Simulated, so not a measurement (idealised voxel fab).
process module | voxel trench capacitor
Square cell edge 5 nm, section width 160 nm, ID cut.
Think of the cross-section as a grid of square cells. We describe it in bands, top to bottom, and each band covers one or more rows of those cells. Read a band's entry like this: the first values are the height of its top and the height of its bottom in nm, and what follows is the sequence of materials from left to right, each with its width in nm. Note that "blank" is empty space, and that a single material marked "throughout" reaches across the band from edge to edge. Counting heights begins at 0, where everything beneath is, in the wafer as received, one material. The lowest band has no bottom; it goes on downwards, as "0 and below" shows. The notation "30->40" denotes a width that varies across the rows of cells in the band, beginning at the first number in the top row, finishing at the second number in the bottom row, and changing by an identical amount from each row to the next. You'll sometimes find "no alteration" written for a step, and that's the way of saying that nowhere in the cross-section did a cell change during that step. Entry "Fully enclosed voids". Content: empty spaces with no open connection to the top, size 8 cells or greater. Each: width x height at distance. Distance: from left edge. Unit: nm. The remark found on a step's line after its settings is issued by the simulator itself and pertains to that step. The line of a step may include "overlay nm". On a step with a mask, this value is how far to the right of its planned place the mask lay. A negative value means the mask lay to the left.

### Below is the list of planned process steps
1 RECEIVE [material Si]
2 CONFORMAL_DEP [material SiN] [thk nm 10]
3 PATTERN [tone open] [mask id TRENCH] [material resist] [width nm 25] [pitch nm 40] [thk nm 20] [overlay nm 0]
4 DIRECTIONAL_ETCH [etch materials SiN] [depth nm 10]
5 DIRECTIONAL_ETCH [etch materials Si] [depth nm 35]
6 STRIP [etch materials resist]
7 CONFORMAL_DEP [material Al2O3] [thk nm 5]
8 FILL_DEP [material polySi] [thk nm 10]
9 CMP [height nm 10]

### Received-state cross-section, reflecting completion of step 1
	0 and below = Si throughout
	Fully enclosed voids: none

### a wafer at the end: this start, this plan, one mistake
	10 down to 0 = SiN 50 nm, Al2O3 5 nm, polySi 5 nm, Al2O3 5 nm, SiN 25 nm, Al2O3 5 nm, polySi 5 nm, Al2O3 5 nm, SiN 55 nm
	0 down to -30 = Si 50 nm, Al2O3 5 nm, polySi 5 nm, Al2O3 5 nm, Si 25 nm, Al2O3 5 nm, polySi 5 nm, Al2O3 5 nm, Si 55 nm
	-30 down to -35 = Si 50 nm, Al2O3 15 nm, Si 25 nm, Al2O3 15 nm, Si 55 nm
	-35 and below = Si throughout
	Fully enclosed voids: none
It is concluded that the wafer was processed incorrectly with respect to the plan, in that contrary to plan, step 3 was performed as PATTERN [tone open] [mask id TRENCH] [material resist] [width nm 15] [pitch nm 40] [thk nm 20] [overlay nm 0]
